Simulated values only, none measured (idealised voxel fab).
Proc. module: voxel self aligned vias
Displayed cross-section: cut, width of 190 nm, square cells sized 5 nm.
Cross-section layout: square cells on a grid; listed as bands, top to bottom; a band spans one or more cell rows. Quick guide to a band line: top height, bottom height (nm) up front; then every material left to right with its width in nm. Only one material and it's marked "all across"? Then it fills the band edge to edge. And "empty" just means empty space. Measure heights from 0. That's the level where, below it, the as-received wafer is all one material. The lowest band is bottomless and extends downward; write it as in "0..down". Top row gets the first number, bottom row gets the second, and each row in between changes by the same step: that is how a band width like "30..40" works. Take "everything unchanged" at face value: in the step it is given for, the cross-section changed in none of its cells. The list in "Closed cavities" covers empty spaces of 8 cells or more that cannot reach the top through any open way, and it gives each as width x height at distance; the distance is from the left edge, and width, height and distance are in nm. The remark found on a step's line after its settings is issued by the simulator itself and pertains to that step. overlay nm: right-of-plan distance of the mask on a masked step; negative values mean left-of-plan.
THE PROCESS STEPS THAT WERE PLANNED ARE LISTED BELOW
1) RECEIVE (material Si)
2) CONFORMAL_DEP (material SiO2; thk nm 15)
3) CONFORMAL_DEP (material SiCN; thk nm 5)
4) DIRECTIONAL_DEP (material lowk; thk nm 20)
5) MASKED_ETCH (tone open; mask id LINES; width nm 25; pitch nm 70; etch materials lowk; depth nm 20; overlay nm 0)
6) CONFORMAL_DEP (material TiN; thk nm 5)
7) FILL_DEP (material W; thk nm 5)
8) CMP (height nm 40)
9) SELECTIVE_ETCH (etch materials W Ru TiN; depth nm 5)
10) FILL_DEP (material SiN; thk nm 10)
11) CMP (height nm 40)
12) DIRECTIONAL_DEP (material lowk; thk nm 15)
13) DIRECTIONAL_DEP (material aC; thk nm 10)
14) PATTERN (tone open; mask id VIAS; material resist; width nm 45; thk nm 25; overlay nm 0)
15) DIRECTIONAL_ETCH (etch materials aC; depth nm 10)
16) STRIP (etch materials resist)
17) DIRECTIONAL_ETCH (etch materials lowk; depth nm 15)
18) DIRECTIONAL_ETCH (etch materials SiN; depth nm 5)
19) STRIP (etch materials aC)
20) CONFORMAL_DEP (material TiN; thk nm 5)
21) FILL_DEP (material Cu; thk nm 10)
22) CMP (height nm 55)
23) CONFORMAL_DEP (material SiN; thk nm 5)
AS-RECEIVED WAFER CROSS-SECTION (AFTER STEP 1)
* 0..down  Si all across
* Closed cavities: none
CROSS-SECTIONAL RESULT AFTER MODULE COMPLETION. NOTE: STARTING CONDITION AND PLAN ARE UNCHANGED FROM ABOVE; ONE PROCESSING MISTAKE WAS MADE
* 60..55  SiN all across
* 55..40  lowk 35 / TiN 5 / Cu 35 / TiN 5 / lowk 110
* 40..35  lowk 35 / TiN 45 / lowk 35 / SiN 25 / lowk 50
* 35..25  lowk 35 / TiN 15 / W 15 / TiN 15 / lowk 35 / TiN 5 / W 15 / TiN 5 / lowk 50
* 25..20  lowk 45 / TiN 25 / lowk 45 / TiN 25 / lowk 50
* 20..15  SiCN all across
* 15..0  SiO2 all across
* 0..down  Si all across
* Closed cavities: none
Short version of what went wrong: plan step 17 was twice executed
